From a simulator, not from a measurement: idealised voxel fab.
process module | voxel released beams
cross-section cut | 260 nm wide | cells 5 nm
A cross-section is a grid of square cells, given in bands from the top down. A band is one or more rows of cells.
Each band's line starts with the height of the band's top and of its bottom, in nm. Then come its materials from left to right, each with its width in nm. One material with "throughout" fills the band from edge to edge. "air" is empty space.
Height 0 is the level under which the wafer as received is all one material. The lowest band goes on downwards, as in "0 down".
A width such as "30 to 40" changes by the same amount from each row of cells to the next, from the band's top row to its bottom row.
"no change" after a step means that no cell of the cross-section changed.
closed voids: empty space of 8 cells or more with no open way to the top, each as width x height at its distance from the left edge, in nm
after a step's settings: what the simulator itself notes on the step
overlay nm, on a step with a mask: how far to the right of its planned place the mask lay; to the left if negative
plan
1 op RECEIVE | material Si
2 op CONFORMAL_DEP | material SiN | thk nm 10
3 op DIRECTIONAL_DEP | material SiO2 | thk nm 20
4 op PATTERN | tone open | mask id ANCHOR | material resist | width nm 45 | thk nm 15 | overlay nm 0
5 op DIRECTIONAL_ETCH | etch materials SiO2 | depth nm 20
6 op STRIP | etch materials resist
7 op CONFORMAL_DEP | material polySi | thk nm 15
8 op DIRECTIONAL_DEP | material aC | thk nm 10
9 op PATTERN | tone cover | mask id BEAM | material resist | width nm 95 | thk nm 25 | overlay nm 0
10 op DIRECTIONAL_ETCH | etch materials aC | depth nm 10
11 op STRIP | etch materials resist
12 op DIRECTIONAL_ETCH | etch materials polySi | depth nm 15
13 op STRIP | etch materials aC
14 op STRIP | etch materials SiO2
first wafer, as planned
as received, after step 1
  0 down: Si throughout
  closed voids: none
after step 2
  10 to 0: SiN throughout
  below 0: unchanged
after step 3
  30 to 10: SiO2 throughout
  below 10: unchanged
after step 4
  45 to 30: resist 85 | air 45 | resist 130
  below 30: unchanged
after step 5
  45 to 30: resist 85 | air 45 | resist 130
  30 to 10: SiO2 85 | air 45 | SiO2 130
  below 10: unchanged
after step 6
  30 to 10: SiO2 85 | air 45 | SiO2 130
  below 10: unchanged
after step 7
  45 to 30: polySi 100 | air 15 | polySi 145
  30 to 25: SiO2 85 | polySi 15 | air 15 | polySi 15 | SiO2 130
  25 to 10: SiO2 85 | polySi 45 | SiO2 130
  below 10: unchanged
after step 8
  55 to 45: aC 100 | air 15 | aC 145
  45 to 35: polySi 100 | air 15 | polySi 145
  35 to 30: polySi 100 | aC 15 | polySi 145
  30 to 25: SiO2 85 | polySi 15 | aC 15 | polySi 15 | SiO2 130
  below 25: unchanged
after step 9
  80 to 55: air 80 | resist 95 | air 85
  55 to 45: aC 100 | resist 15 | aC 145
  45 to 35: polySi 100 | resist 15 | polySi 145
  below 35: unchanged
after step 10
  70 to 55: air 80 | resist 95 | air 85
  55 to 45: air 80 | aC 20 | resist 15 | aC 60 | air 85
  below 45: unchanged
after step 11
  55 to 45: air 80 | aC 20 | air 15 | aC 60 | air 85
  45 to 35: polySi 100 | air 15 | polySi 145
  below 35: unchanged
after step 12
  55 to 45: air 80 | aC 20 | air 15 | aC 60 | air 85
  45 to 35: air 80 | polySi 20 | air 15 | polySi 60 | air 85
  35 to 30: air 80 | polySi 20 | aC 15 | polySi 60 | air 85
  below 30: unchanged
after step 13
  45 to 30: air 80 | polySi 20 | air 15 | polySi 60 | air 85
  30 to 25: SiO2 85 | polySi 15 | air 15 | polySi 15 | SiO2 130
  below 25: unchanged
after step 14
  45 to 30: air 80 | polySi 20 | air 15 | polySi 60 | air 85
  30 to 25: air 85 | polySi 15 | air 15 | polySi 15 | air 130
  25 to 10: air 85 | polySi 45 | air 130
  below 10: unchanged
second wafer: like start, like plan, one mistake. Through step 3 it matches the first wafer
when step 4 should have ended
  45 to 30: resist 80 | air 45 | resist 135
  below 30: unchanged
when step 5 should have ended
  45 to 30: resist 80 | air 45 | resist 135
  30 to 10: SiO2 80 | air 45 | SiO2 135
  below 10: unchanged
when step 6 should have ended
  30 to 10: SiO2 80 | air 45 | SiO2 135
  below 10: unchanged
when step 7 should have ended
  45 to 30: polySi 95 | air 15 | polySi 150
  30 to 25: SiO2 80 | polySi 15 | air 15 | polySi 15 | SiO2 135
  25 to 10: SiO2 80 | polySi 45 | SiO2 135
  below 10: unchanged
when step 8 should have ended
  55 to 45: aC 95 | air 15 | aC 150
  45 to 35: polySi 95 | air 15 | polySi 150
  35 to 30: polySi 95 | aC 15 | polySi 150
  30 to 25: SiO2 80 | polySi 15 | aC 15 | polySi 15 | SiO2 135
  below 25: unchanged
when step 9 should have ended
  80 to 55: air 80 | resist 95 | air 85
  55 to 45: aC 95 | resist 15 | aC 150
  45 to 35: polySi 95 | resist 15 | polySi 150
  below 35: unchanged
when step 10 should have ended
  70 to 55: air 80 | resist 95 | air 85
  55 to 45: air 80 | aC 15 | resist 15 | aC 65 | air 85
  below 45: unchanged
when step 11 should have ended
  55 to 45: air 80 | aC 15 | air 15 | aC 65 | air 85
  45 to 35: polySi 95 | air 15 | polySi 150
  below 35: unchanged
when step 12 should have ended
  55 to 45: air 80 | aC 15 | air 15 | aC 65 | air 85
  45 to 35: air 80 | polySi 15 | air 15 | polySi 65 | air 85
  35 to 30: air 80 | polySi 15 | aC 15 | polySi 65 | air 85
  below 30: unchanged
when step 13 should have ended
  45 to 30: air 80 | polySi 15 | air 15 | polySi 65 | air 85
  30 to 25: SiO2 80 | polySi 15 | air 15 | polySi 15 | SiO2 135
  below 25: unchanged
when step 14 should have ended
  45 to 30: air 80 | polySi 15 | air 15 | polySi 65 | air 85
  30 to 25: air 80 | polySi 15 | air 15 | polySi 15 | air 135
  25 to 10: air 80 | polySi 45 | air 135
  below 10: unchanged
what went wrong: step 4 ran as: op PATTERN | tone open | mask id ANCHOR | material resist | width nm 45 | thk nm 15 | overlay nm -5
at the end the second wafer has, in cells: as many of each material as the first, in other places
